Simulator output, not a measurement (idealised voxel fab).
voxel wiring stack: a process module
The figure presents cross-section cut, which has a width of 240 nm and is divided into square cells with an edge length of 5 nm.
Cross-section layout: square cells on a grid; listed as bands, top to bottom; a band spans one or more cell rows. Top, bottom (nm), then materials left to right with widths (nm); lone material tagged "edge to edge" fills the whole band edge to edge; "air" = empty space. Note: height 0 marks the level under which the wafer is uniformly one material as received. Lowest band unbounded below, written "0..down". The expression "30..40" gives the width at the extremes of the band, the first number at its top row of cells and the second at its bottom row, with the width changing by equal amounts from each row to the next in between. No cell of the cross-section changed in a step that is given as "nothing altered". In the "closed voids" entry, you get each enclosed empty space of 8 cells or more, one with no open way to the top, written width x height at distance, distance from the left edge, in nm. Heads up: the bit after the settings on a step's line is the simulator's remark on that step. A step's line can hold "overlay nm"; with a mask on that step, the setting says how far right of the planned place the mask lay, while a negative setting says it lay to the left.
Set out below are the planned steps of the process
step 1: RECEIVE (material Si)
step 2: CONFORMAL_DEP (material SiO2; thk nm 15)
step 3: DIRECTIONAL_DEP (material TiN; thk nm 5)
step 4: DIRECTIONAL_DEP (material W; thk nm 20)
step 5: PATTERN (tone cover; mask id METAL_1; material resist; width nm 25; pitch nm 45; thk nm 15; overlay nm 0)
step 6: DIRECTIONAL_ETCH (etch materials W; depth nm 20)
step 7: DIRECTIONAL_ETCH (etch materials TiN; depth nm 5)
step 8: STRIP (etch materials resist)
step 9: FILL_DEP (material SiO2; thk nm 10)
step 10: CMP (height nm 40)
step 11: CONFORMAL_DEP (material SiCN; thk nm 5)
step 12: DIRECTIONAL_DEP (material SiO2; thk nm 25)
step 13: MASKED_ETCH (tone open; mask id METAL_2_HOLES; width nm 15; pitch nm 90; etch materials SiO2; depth nm 25; overlay nm 0)
step 14: PATTERN (tone open; mask id METAL_2; material resist; width nm 25; pitch nm 45; thk nm 15; overlay nm 0)
step 15: DIRECTIONAL_ETCH (etch materials SiO2; depth nm 15)
step 16: DIRECTIONAL_ETCH (etch materials SiCN; depth nm 5)
step 17: STRIP (etch materials resist)
step 18: CONFORMAL_DEP (material TiN; thk nm 5)
step 19: FILL_DEP (material Cu; thk nm 10)
step 20: CMP (height nm 70)
step 21: CONFORMAL_DEP (material SiCN; thk nm 5)
step 22: DIRECTIONAL_DEP (material SiO2; thk nm 35)
step 23: DIRECTIONAL_DEP (material aC; thk nm 15)
step 24: PATTERN (tone open; mask id METAL_3; material resist; width nm 25; pitch nm 45; thk nm 35; overlay nm 0)
step 25: DIRECTIONAL_ETCH (etch materials aC; depth nm 15)
step 26: STRIP (etch materials resist)
step 27: DIRECTIONAL_ETCH (etch materials SiO2; depth nm 20)
step 28: STRIP (etch materials aC)
step 29: PATTERN (tone open; mask id METAL_3_HOLES; material resist; width nm 15; pitch nm 90; thk nm 20; overlay nm 0)
step 30: DIRECTIONAL_ETCH (etch materials SiO2; depth nm 15)
step 31: DIRECTIONAL_ETCH (etch materials SiCN; depth nm 5)
step 32: STRIP (etch materials resist)
step 33: CONFORMAL_DEP (material TiN; thk nm 5)
step 34: FILL_DEP (material Ru; thk nm 10)
step 35: CMP (height nm 110)
step 36: CONFORMAL_DEP (material SiCN; thk nm 5)
step 37: DIRECTIONAL_DEP (material SiO2; thk nm 25)
step 38: DIRECTIONAL_DEP (material aC; thk nm 15)
step 39: PATTERN (tone open; mask id METAL_4; material resist; width nm 25; pitch nm 45; thk nm 30; overlay nm 0)
step 40: DIRECTIONAL_ETCH (etch materials aC; depth nm 15)
step 41: STRIP (etch materials resist)
step 42: DIRECTIONAL_ETCH (etch materials SiO2; depth nm 15)
step 43: STRIP (etch materials aC)
step 44: PATTERN (tone open; mask id METAL_4_HOLES; material resist; width nm 15; pitch nm 90; thk nm 20; overlay nm 0)
step 45: DIRECTIONAL_ETCH (etch materials SiO2; depth nm 10)
step 46: DIRECTIONAL_ETCH (etch materials SiCN; depth nm 5)
step 47: STRIP (etch materials resist)
step 48: CONFORMAL_DEP (material TiN; thk nm 5)
step 49: FILL_DEP (material Cu; thk nm 10)
step 50: CMP (height nm 140)
step 51: CONFORMAL_DEP (material SiN; thk nm 5)
Step 1 complete: cross-section of the wafer as received
  0..down: Si edge to edge
  closed voids: none
Here's the cross-section of the first of our two wafers at the end of the module - it ran as planned
  145..140: SiN edge to edge
  140..130: 60 of SiO2, 5 of TiN, 15 of Cu, 5 of TiN, 20 of SiO2, 5 of TiN, 15 of Cu, 5 of TiN, 20 of SiO2, 5 of TiN, 15 of Cu, 5 of TiN, 65 of SiO2
  130..125: 60 of SiO2, 5 of TiN, 5 of Cu, 15 of TiN, 20 of SiO2, 25 of TiN, 20 of SiO2, 5 of TiN, 5 of Cu, 15 of TiN, 65 of SiO2
  125..115: 60 of SiO2, 5 of TiN, 5 of Cu, 5 of TiN, 75 of SiO2, 5 of TiN, 5 of Cu, 5 of TiN, 75 of SiO2
  115..110: 60 of SiCN, 15 of TiN, 75 of SiCN, 15 of TiN, 75 of SiCN
  110..95: 60 of SiO2, 5 of TiN, 15 of Ru, 5 of TiN, 20 of SiO2, 5 of TiN, 15 of Ru, 5 of TiN, 20 of SiO2, 5 of TiN, 15 of Ru, 5 of TiN, 65 of SiO2
  95..90: 60 of SiO2, 5 of TiN, 5 of Ru, 15 of TiN, 20 of SiO2, 25 of TiN, 20 of SiO2, 5 of TiN, 5 of Ru, 15 of TiN, 65 of SiO2
  90..75: 60 of SiO2, 5 of TiN, 5 of Ru, 5 of TiN, 75 of SiO2, 5 of TiN, 5 of Ru, 5 of TiN, 75 of SiO2
  75..70: 60 of SiCN, 15 of TiN, 75 of SiCN, 15 of TiN, 75 of SiCN
  70..60: 60 of SiO2, 5 of TiN, 15 of Cu, 5 of TiN, 20 of SiO2, 5 of TiN, 15 of Cu, 5 of TiN, 20 of SiO2, 5 of TiN, 15 of Cu, 5 of TiN, 65 of SiO2
  60..55: 60 of SiO2, 5 of TiN, 5 of Cu, 15 of TiN, 20 of SiO2, 25 of TiN, 20 of SiO2, 5 of TiN, 5 of Cu, 15 of TiN, 65 of SiO2
  55..45: 60 of SiO2, 5 of TiN, 5 of Cu, 5 of TiN, 75 of SiO2, 5 of TiN, 5 of Cu, 5 of TiN, 75 of SiO2
  45..40: 60 of SiCN, 15 of TiN, 75 of SiCN, 15 of TiN, 75 of SiCN
  40..20: 60 of SiO2, 25 of W, 20 of SiO2, 25 of W, 20 of SiO2, 25 of W, 65 of SiO2
  20..15: 60 of SiO2, 25 of TiN, 20 of SiO2, 25 of TiN, 20 of SiO2, 25 of TiN, 65 of SiO2
  15..0: SiO2 edge to edge
  0..down: Si edge to edge
  closed voids: none
Wafer two (of two), end-of-module cross-section: start = wafer one, plan = wafer one, one run mistake
  145..140: SiN edge to edge
  140..130: 60 of SiO2, 5 of TiN, 15 of Cu, 5 of TiN, 20 of SiO2, 5 of TiN, 15 of Cu, 5 of TiN, 20 of SiO2, 5 of TiN, 15 of Cu, 5 of TiN, 65 of SiO2
  130..125: 60 of SiO2, 5 of TiN, 5 of Cu, 15 of TiN, 20 of SiO2, 25 of TiN, 20 of SiO2, 5 of TiN, 5 of Cu, 15 of TiN, 65 of SiO2
  125..115: 60 of SiO2, 5 of TiN, 5 of Cu, 5 of TiN, 75 of SiO2, 5 of TiN, 5 of Cu, 5 of TiN, 75 of SiO2
  115..110: 60 of SiCN, 15 of TiN, 75 of SiCN, 15 of TiN, 75 of SiCN
  110..100: 60 of SiO2, 5 of TiN, 25 of Ru, 5 of TiN, 20 of SiO2, 5 of TiN, 15 of Ru, 5 of TiN, 10 of SiO2, 5 of TiN, 25 of Ru, 5 of TiN, 55 of SiO2
  100..95: 60 of SiO2, 15 of TiN, 15 of Ru, 5 of TiN, 20 of SiO2, 5 of TiN, 15 of Ru, 5 of TiN, 10 of SiO2, 15 of TiN, 15 of Ru, 5 of TiN, 55 of SiO2
  95..90: 70 of SiO2, 25 of TiN, 20 of SiO2, 25 of TiN, 20 of SiO2, 25 of TiN, 55 of SiO2
  90..75: 70 of SiO2, 5 of TiN, 85 of SiO2, 5 of TiN, 75 of SiO2
  75..70: 70 of SiCN, 5 of TiN, 85 of SiCN, 5 of TiN, 75 of SiCN
  70..60: 60 of SiO2, 5 of TiN, 15 of Cu, 5 of TiN, 20 of SiO2, 5 of TiN, 15 of Cu, 5 of TiN, 20 of SiO2, 5 of TiN, 15 of Cu, 5 of TiN, 65 of SiO2
  60..55: 60 of SiO2, 5 of TiN, 5 of Cu, 15 of TiN, 20 of SiO2, 25 of TiN, 20 of SiO2, 5 of TiN, 5 of Cu, 15 of TiN, 65 of SiO2
  55..45: 60 of SiO2, 5 of TiN, 5 of Cu, 5 of TiN, 75 of SiO2, 5 of TiN, 5 of Cu, 5 of TiN, 75 of SiO2
  45..40: 60 of SiCN, 15 of TiN, 75 of SiCN, 15 of TiN, 75 of SiCN
  40..20: 60 of SiO2, 25 of W, 20 of SiO2, 25 of W, 20 of SiO2, 25 of W, 65 of SiO2
  20..15: 60 of SiO2, 25 of TiN, 20 of SiO2, 25 of TiN, 20 of SiO2, 25 of TiN, 65 of SiO2
  15..0: SiO2 edge to edge
  0..down: Si edge to edge
  closed voids: none
What went wrong in running the wafer? step 24 was not run as planned; what actually ran was PATTERN (tone open; mask id METAL_3; material resist; width nm 25; pitch nm 45; thk nm 35; overlay nm 10)
Materials where the second wafer ends with more or fewer cells than the first: SiCN +4 | TiN -4
